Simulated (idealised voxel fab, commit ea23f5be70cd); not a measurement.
process module | voxel spacer lines
cross-section cut | 190 nm wide | cells 5 nm
A cross-section is a grid of square cells, given in bands from the top down. A band is one or more rows of cells.
Each band's line starts with the height of the band's top and of its bottom, in nm. Then come its materials from left to right, each with its width in nm. One material with "throughout" fills the band from edge to edge. "air" is empty space.
Height 0 is the level under which the wafer as received is all one material. The lowest band goes on downwards, as in "0 down".
A width such as "30 to 40" changes by the same amount from each row of cells to the next, from the band's top row to its bottom row.
"no change" after a step means that no cell of the cross-section changed.
closed voids: empty space of 8 cells or more with no open way to the top, each as width x height at its distance from the left edge, in nm
after a step's settings: what the simulator itself notes on the step
overlay nm, on a step with a mask: how far to the right of its planned place the mask lay; to the left if negative
plan
1 op RECEIVE | material Si
2 op CONFORMAL_DEP | material Al2O3 | thk nm 5
3 op DIRECTIONAL_DEP | material TiN | thk nm 15
4 op DIRECTIONAL_DEP | material aC | thk nm 20
5 op PATTERN | tone cover | mask id MANDREL | material resist | width nm 15 | pitch nm 50 | thk nm 30 | overlay nm 0
6 op DIRECTIONAL_ETCH | etch materials aC | depth nm 20
7 op STRIP | etch materials resist
8 op CONFORMAL_DEP | material SiN | thk nm 10
9 op DIRECTIONAL_ETCH | etch materials SiN | depth nm 10
10 op STRIP | etch materials aC
11 op DIRECTIONAL_ETCH | etch materials TiN | depth nm 15
12 op STRIP | etch materials SiN
as received, after step 1
  0 down: Si throughout
  closed voids: none
first wafer at the end, as planned
  20 to 5: air 50 | TiN 10 | air 15 | TiN 10 | air 15 | TiN 10 | air 15 | TiN 10 | air 55
  5 to 0: Al2O3 throughout
  0 down: Si throughout
  closed voids: none
second wafer at the end: like start, like plan, one mistake
  40 to 20: air 60 | aC 15 | air 35 | aC 15 | air 65
  20 to 5: air 60 | TiN 15 | air 35 | TiN 15 | air 65
  5 to 0: Al2O3 throughout
  0 down: Si throughout
  closed voids: none
what went wrong: step 10 ran as: op STRIP | etch materials SiN
at the end the second wafer has, in cells: 6 fewer of TiN | 24 more of aC
